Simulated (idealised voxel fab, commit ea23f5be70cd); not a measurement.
The process module that follows is named voxel self aligned contacts.
The cross-section on display is named cut; it measures 280 nm wide, and its cells are 5 nm squares.
Reading order for cross-sections: top band down to bottom band. Underlying form: a grid of square cells. Band size: one or more rows of cells.
Each band's line starts with the height of the band's top and of its bottom, in nm. Then come its materials from left to right, each with its width in nm. One material with "edge to edge" fills the band from edge to edge. "blank" is empty space.
Where do heights start? At 0: under that level the wafer as delivered is made of one material only. And the lowest band has no floor; it just carries on downward, as in "0 -> down".
Read "30 to 40" as a graded width: first number on top, second number at the bottom, same change between each pair of neighbouring rows.
Reading "nothing was modified" for a step: not a cell of the cross-section changed in it.
"Voids, fully enclosed" specifies each empty space that is not open to the top and that occupies no fewer than 8 cells, using the form width x height at distance, the distance measured from the left edge and all three quantities in nm.
The remark found on a step's line after its settings is issued by the simulator itself and pertains to that step.
What "overlay nm" on a step's line means: if the step has a mask, that mask lay this far to the right of its planned place, or, when the value is negative, to the left.

### The steps planned for the process are as follows
1 op RECEIVE | material Si
2 op CONFORMAL_DEP | material SiO2 | thk nm 5
3 op DIRECTIONAL_DEP | material polySi | thk nm 30
4 op DIRECTIONAL_DEP | material SiN | thk nm 20
5 op MASKED_ETCH | tone cover | mask id GATE | width nm 25 | pitch nm 50 | etch materials SiN | depth nm 20 | overlay nm -15
6 op MASKED_ETCH | tone cover | mask id GATE | width nm 25 | pitch nm 50 | etch materials polySi | depth nm 30 | overlay nm 0
7 op CONFORMAL_DEP | material SiN | thk nm 5
8 op DIRECTIONAL_ETCH | etch materials SiN | depth nm 5
9 op FILL_DEP | material SiO2 | thk nm 20
10 op CMP | height nm 65
11 op PATTERN | tone open | mask id CONTACT | material resist | width nm 35 | pitch nm 50 | thk nm 15 | overlay nm 0
12 op DIRECTIONAL_ETCH | etch materials SiO2 | depth nm 65
13 op STRIP | etch materials resist
14 op CONFORMAL_DEP | material TiN | thk nm 5
15 op FILL_DEP | material W | thk nm 10
16 op CMP | height nm 65
17 op CONFORMAL_DEP | material SiCN | thk nm 5
The plan shows the overlay nm of step 5 as the first wafer had it; this setting differs between the wafers, which start out alike.

### Incoming state of the first of several wafers in cross-section: after step 1
	0 -> down  Si edge to edge
	Voids, fully enclosed: none

### The following table contains a row per wafer, in which are reported, at the conclusion of the module, the cells of each material gained (+) or lost (-) since the wafer's receipt, with its closed voids given thereafter
overlay nm -15, +56 SiCN, +120 SiN, +420 SiO2, +34 TiN, +10 W, +144 polySi, Voids, fully enclosed: none
overlay nm -10, +56 SiCN, +120 SiN, +416 SiO2, +48 TiN, +18 W, +126 polySi, Voids, fully enclosed: none
overlay nm -5, +56 SiCN, +120 SiN, +420 SiO2, +62 TiN, +18 W, +108 polySi, Voids, fully enclosed: none
overlay nm 0, +56 SiCN, +120 SiN, +424 SiO2, +62 TiN, +32 W, +90 polySi, Voids, fully enclosed: none
overlay nm 5, +56 SiCN, +120 SiN, +420 SiO2, +62 TiN, +18 W, +108 polySi, Voids, fully enclosed: none
overlay nm 10, +56 SiCN, +120 SiN, +416 SiO2, +48 TiN, +18 W, +126 polySi, Voids, fully enclosed: none
overlay nm 15, +56 SiCN, +120 SiN, +420 SiO2, +34 TiN, +10 W, +144 polySi, Voids, fully enclosed: none
